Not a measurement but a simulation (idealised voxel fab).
voxel fin reveal: a process module
For reference, the cross-section in this document is cut, with width 230 nm and square cells of 5 nm.
Notation: cross-section as square-cell grid; stated in bands, top first, going down; one or more cell rows per band. Band: top and bottom heights (nm) first, top before bottom; then materials from left to right, widths in nm. "edge to edge" marks a sole material filling the band edge to edge. "blank" denotes empty space. Where do heights start? At 0: under that level the wafer as delivered is made of one material only. And the lowest band has no floor; it just carries on downward, as in "0 nm and below". The width entry "30..40" should be interpreted row by row: the top row of cells in the band takes the first number, the bottom row takes the second number, and the change between adjacent rows is uniform throughout. The cross-section has no changed cell in any step marked "remained the same". For the entry "Closed empty spaces", the listed items are empty spaces with no open way to the top whose size is 8 cells or more; each item follows the pattern width x height at distance, where distance is from the left edge and all three are in nm. Step line, after settings: the simulator's comment on this step. overlay nm, on a step with a mask: how far to the right of its planned place the mask lay; to the left if negative.
-- Planned process steps
1. op RECEIVE | material Si
2. op CONFORMAL_DEP | material SiN | thk nm 5
3. op DIRECTIONAL_DEP | material aC | thk nm 10
4. op PATTERN | tone cover | mask id FINS | material resist | width nm 15 | pitch nm 40 | thk nm 25 | overlay nm 0
5. op DIRECTIONAL_ETCH | etch materials aC | depth nm 10
6. op STRIP | etch materials resist
7. op DIRECTIONAL_ETCH | etch materials SiN | depth nm 5
8. op DIRECTIONAL_ETCH | etch materials Si | depth nm 30
9. op STRIP | etch materials aC
10. op OXIDIZE | depth nm 5
11. op FILL_DEP | material SiO2 | thk nm 10
12. op CMP | height nm 5
13. op SELECTIVE_ETCH | etch materials SiO2 | depth nm 15
14. op STRIP | etch materials SiN
15. op CONFORMAL_DEP | material HfO2 | thk nm 5
-- Cross-section of the wafer as it came to us, i.e., already through step 1
  0 nm and below: Si edge to edge
  Closed empty spaces: none
-- Sectioned view, first of two wafers, at the close of the module, processed as intended in the plan
  5 nm to 0 nm: 85 blank / 15 HfO2 / 25 blank / 15 HfO2 / 90 blank
  0 nm to -5 nm: 85 blank / 5 HfO2 / 5 Si / 5 HfO2 / 25 blank / 5 HfO2 / 5 Si / 5 HfO2 / 90 blank
  -5 nm to -10 nm: 90 HfO2 / 5 Si / 35 HfO2 / 5 Si / 95 HfO2
  -10 nm to -35 nm: 90 SiO2 / 5 Si / 35 SiO2 / 5 Si / 95 SiO2
  -35 nm and below: Si edge to edge
  Closed empty spaces: none
-- Here's the second of our two wafers sectioned at module end. Same start as the first, same plan, but one mistake got made running it
  5 nm to 0 nm: 90 blank / 15 HfO2 / 25 blank / 15 HfO2 / 85 blank
  0 nm to -5 nm: 90 blank / 5 HfO2 / 5 Si / 5 HfO2 / 25 blank / 5 HfO2 / 5 Si / 5 HfO2 / 85 blank
  -5 nm to -10 nm: 95 HfO2 / 5 Si / 35 HfO2 / 5 Si / 90 HfO2
  -10 nm to -35 nm: 95 SiO2 / 5 Si / 35 SiO2 / 5 Si / 90 SiO2
  -35 nm and below: Si edge to edge
  Closed empty spaces: none
What broke from the plan during processing? step 4 was not run as planned; what actually ran was op PATTERN | tone cover | mask id FINS | material resist | width nm 15 | pitch nm 40 | thk nm 25 | overlay nm 5
When the process is done, the second wafer contains the same cell count of every material as the first wafer, but distributed over other locations.
